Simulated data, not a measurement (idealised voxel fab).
process module | voxel transistor to metal
cross-section cut | 150 nm wide | cells 5 nm
A cross-section is a grid of square cells, given in bands from the top down. A band is one or more rows of cells.
Each band's line starts with the height of the band's top and of its bottom, in nm. Then come its materials from left to right, each with its width in nm. One material with "throughout" fills the band from edge to edge. "air" is empty space.
Height 0 is the level under which the wafer as received is all one material. The lowest band goes on downwards, as in "0 down".
A width such as "30 to 40" changes by the same amount from each row of cells to the next, from the band's top row to its bottom row.
"no change" after a step means that no cell of the cross-section changed.
closed voids: empty space of 8 cells or more with no open way to the top, each as width x height at its distance from the left edge, in nm
after a step's settings: what the simulator itself notes on the step
overlay nm, on a step with a mask: how far to the right of its planned place the mask lay; to the left if negative
plan
1 op RECEIVE | material Si
2 op CONFORMAL_DEP | material SiO2 | thk nm 5
3 op CONFORMAL_DEP | material SiN | thk nm 15
4 op DIRECTIONAL_DEP | material aC | thk nm 15
5 op PATTERN | tone cover | mask id ACTIVE | material resist | width nm 100 | thk nm 35 | overlay nm 0
6 op DIRECTIONAL_ETCH | etch materials aC | depth nm 15
7 op STRIP | etch materials resist
8 op DIRECTIONAL_ETCH | etch materials SiN | depth nm 15
9 op DIRECTIONAL_ETCH | etch materials SiO2 | depth nm 5
10 op DIRECTIONAL_ETCH | etch materials Si | depth nm 25
11 op STRIP | etch materials aC
12 op OXIDIZE | depth nm 5
13 op FILL_DEP | material SiO2 | thk nm 10
14 op CMP | height nm 20
15 op SELECTIVE_ETCH | etch materials SiO2 | depth nm 10
16 op STRIP | etch materials SiN
17 op SELECTIVE_ETCH | etch materials SiO2 | depth nm 5
18 op OXIDIZE | depth nm 5
19 op DIRECTIONAL_DEP | material polySi | thk nm 20
20 op DIRECTIONAL_DEP | material SiCN | thk nm 15
21 op PATTERN | tone cover | mask id GATE | material resist | width nm 20 | thk nm 15 | overlay nm 0
22 op DIRECTIONAL_ETCH | etch materials SiCN | depth nm 25
23 op DIRECTIONAL_ETCH | etch materials polySi | depth nm 30
24 op STRIP | etch materials resist
25 op CONFORMAL_DEP | material SiN | thk nm 10
26 op DIRECTIONAL_ETCH | etch materials SiN | depth nm 10
27 op DIRECTIONAL_ETCH | etch materials SiO2 | depth nm 5
28 op DIRECTIONAL_ETCH | etch materials Si | depth nm 15
29 op EPI | material nSi | thk nm 15
30 op FILL_DEP | material SiO2 | thk nm 5
31 op CMP | height nm 35
32 op DIRECTIONAL_DEP | material SiO2 | thk nm 15
33 op MASKED_ETCH | tone open | mask id CONTACT | width nm 30 | pitch nm 60 | etch materials SiO2 | depth nm 55 | overlay nm 0
34 op CONFORMAL_DEP | material TiN | thk nm 5
35 op FILL_DEP | material W | thk nm 10
36 op CMP | height nm 50
37 op CONFORMAL_DEP | material SiN | thk nm 5
38 op DIRECTIONAL_DEP | material SiO2 | thk nm 15
39 op MASKED_ETCH | tone open | mask id METAL_1 | width nm 15 | pitch nm 75 | etch materials SiO2 | depth nm 15 | overlay nm 0
40 op MASKED_ETCH | tone open | mask id METAL_1 | width nm 15 | pitch nm 75 | etch materials SiN | depth nm 5 | overlay nm 0
41 op CONFORMAL_DEP | material TiN | thk nm 5
42 op FILL_DEP | material Cu | thk nm 10
43 op CMP | height nm 70
44 op CONFORMAL_DEP | material SiCN | thk nm 5
45 op DIRECTIONAL_DEP | material SiO2 | thk nm 35
46 op PATTERN | tone open | mask id METAL_2 | material resist | width nm 15 | pitch nm 75 | thk nm 20 | overlay nm 0
47 op DIRECTIONAL_ETCH | etch materials SiO2 | depth nm 20
48 op STRIP | etch materials resist
49 op DIRECTIONAL_DEP | material aC | thk nm 15
50 op PATTERN | tone open | mask id METAL_2_HOLES | material resist | width nm 15 | pitch nm 75 | thk nm 30 | overlay nm 0
51 op DIRECTIONAL_ETCH | etch materials aC | depth nm 15
52 op STRIP | etch materials resist
53 op DIRECTIONAL_ETCH | etch materials SiO2 | depth nm 15
54 op DIRECTIONAL_ETCH | etch materials SiCN | depth nm 5
55 op STRIP | etch materials aC
56 op CONFORMAL_DEP | material TiN | thk nm 5
57 op FILL_DEP | material Cu | thk nm 5
58 op CMP | height nm 110
59 op CONFORMAL_DEP | material SiN | thk nm 5
as received, after step 1
  0 down: Si throughout
  closed voids: none
a wafer at the end: this start, this plan, one mistake
  115 to 110: SiN throughout
  110 to 105: SiCN 30 | TiN 15 | SiCN 60 | TiN 15 | SiCN 30
  105 to 70: SiO2 throughout
  70 to 55: SiO2 30 | TiN 5 | Cu 5 | TiN 5 | SiO2 60 | TiN 5 | Cu 5 | TiN 5 | SiO2 30
  55 to 50: SiN 30 | TiN 15 | SiN 60 | TiN 15 | SiN 30
  50 to 40: SiO2 30 | TiN 5 | W 20 | TiN 5 | SiO2 30 | TiN 5 | W 20 | TiN 5 | SiO2 30
  40 to 35: SiO2 30 | TiN 5 | W 15 | TiN 10 | SiO2 30 | TiN 10 | W 15 | TiN 5 | SiO2 30
  35 to 20: SiO2 30 | TiN 5 | W 15 | TiN 5 | SiN 10 | SiCN 20 | SiN 10 | TiN 5 | W 15 | TiN 5 | SiO2 30
  20 to 15: SiO2 30 | TiN 5 | W 15 | TiN 5 | SiN 10 | polySi 20 | SiN 10 | TiN 5 | W 15 | TiN 5 | SiO2 30
  15 to 10: SiO2 30 | TiN 25 | SiN 10 | polySi 20 | SiN 10 | TiN 25 | SiO2 30
  10 to 5: SiO2 30 | TiN 10 | nSi 15 | SiN 10 | polySi 20 | SiN 10 | nSi 15 | TiN 10 | SiO2 30
  5 to 0: SiO2 20 | SiN 10 | TiN 10 | nSi 15 | SiN 10 | polySi 20 | SiN 10 | nSi 15 | TiN 10 | SiN 10 | SiO2 20
  0 to -5: SiO2 30 | TiN 10 | nSi 15 | SiO2 40 | nSi 15 | TiN 10 | SiO2 30
  -5 to -20: SiO2 30 | nSi 25 | Si 40 | nSi 25 | SiO2 30
  -20 to -30: SiO2 30 | Si 90 | SiO2 30
  -30 down: Si throughout
  closed voids: none
what went wrong: steps 44 and 45 were swapped
